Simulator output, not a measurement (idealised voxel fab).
The process module that follows is named voxel self aligned contacts.
Section shown: cut. Width: 230 nm. Cell size: 5 nm, square.
Cross-section = grid of square cells, listed top down in bands; band = one or more rows.
Band: top and bottom heights (nm) first, top before bottom; then materials from left to right, widths in nm. "all across" marks a sole material filling the band edge to edge. "air" denotes empty space.
Basically, 0 is our baseline, since under it the wafer straight out of the box is all one material. The bottom band has no lower end and keeps on going down, so it looks like "top 0, no bottom".
The expression "30..40" gives the width at the extremes of the band, the first number at its top row of cells and the second at its bottom row, with the width changing by equal amounts from each row to the next in between.
"stayed the same" for a step: no cell of the cross-section changed in that step.
What "Enclosed void entries" gives you is every empty space of 8 cells or more that is cut off from the top. Each appears as width x height at distance, with the distance taken from the left edge and width, height and distance all in nm.
Text after the settings on a step's line: the simulator's own remark on that step.
overlay nm: step with mask; distance mask lay right of planned place; negative value = left of planned place.
-- Set out below are the planned steps of the process
step 1: RECEIVE [material Si]
step 2: OXIDIZE [depth nm 5]
step 3: DIRECTIONAL_DEP [material polySi] [thk nm 30]
step 4: DIRECTIONAL_DEP [material SiN] [thk nm 25]
step 5: PATTERN [tone cover] [mask id GATE] [material resist] [width nm 30] [pitch nm 65] [thk nm 20] [overlay nm 0]
step 6: DIRECTIONAL_ETCH [etch materials SiN] [depth nm 25]
step 7: DIRECTIONAL_ETCH [etch materials polySi] [depth nm 30]
step 8: STRIP [etch materials resist]
step 9: CONFORMAL_DEP [material SiN] [thk nm 10]
step 10: DIRECTIONAL_ETCH [etch materials SiN] [depth nm 10]
step 11: FILL_DEP [material SiO2] [thk nm 20]
step 12: CMP [height nm 65]
step 13: DIRECTIONAL_DEP [material aC] [thk nm 15]
step 14: PATTERN [tone open] [mask id CONTACT] [material resist] [width nm 45] [pitch nm 65] [thk nm 35] [overlay nm 0]
step 15: DIRECTIONAL_ETCH [etch materials aC] [depth nm 15]
step 16: STRIP [etch materials resist]
step 17: DIRECTIONAL_ETCH [etch materials SiO2] [depth nm 70]
step 18: STRIP [etch materials aC]
step 19: CONFORMAL_DEP [material TiN] [thk nm 5]
step 20: FILL_DEP [material W] [thk nm 10]
step 21: CMP [height nm 65]
step 22: CONFORMAL_DEP [material SiCN] [thk nm 5]
-- As received (post step 1): cross-section
- top 0, no bottom = Si all across
- Enclosed void entries: none
-- The following cross-section depicts the wafer upon conclusion of the module. Processing commenced from the starting condition illustrated above and adhered to the plan illustrated above, save for one mistake in execution
- top 70, bottom 65 = SiCN all across
- top 65, bottom 55 = SiO2: 60  TiN: 5..20  W: 35..5  TiN: 5..20  SiO2: 20  TiN: 5..20  W: 35..5  TiN: 5..20  SiO2: 60
- top 55, bottom 30 = SiO2: 25  SiN: 10  polySi: 30  SiN: 10  TiN: 5  W: 5  TiN: 5  SiN: 10  polySi: 30  SiN: 10  TiN: 5  W: 5  TiN: 5  SiN: 10  polySi: 30  SiN: 10  SiO2: 25
- top 30, bottom 25 = SiO2: 25  SiN: 10  polySi: 30  SiN: 10  TiN: 15  SiN: 10  polySi: 30  SiN: 10  TiN: 15  SiN: 10  polySi: 30  SiN: 10  SiO2: 25
- top 25, bottom 0 = SiN all across
- top 0, bottom -5 = SiO2 all across
- top -5, no bottom = Si all across
- Enclosed void entries: none
Error vs. plan: steps 3 and 4 were swapped
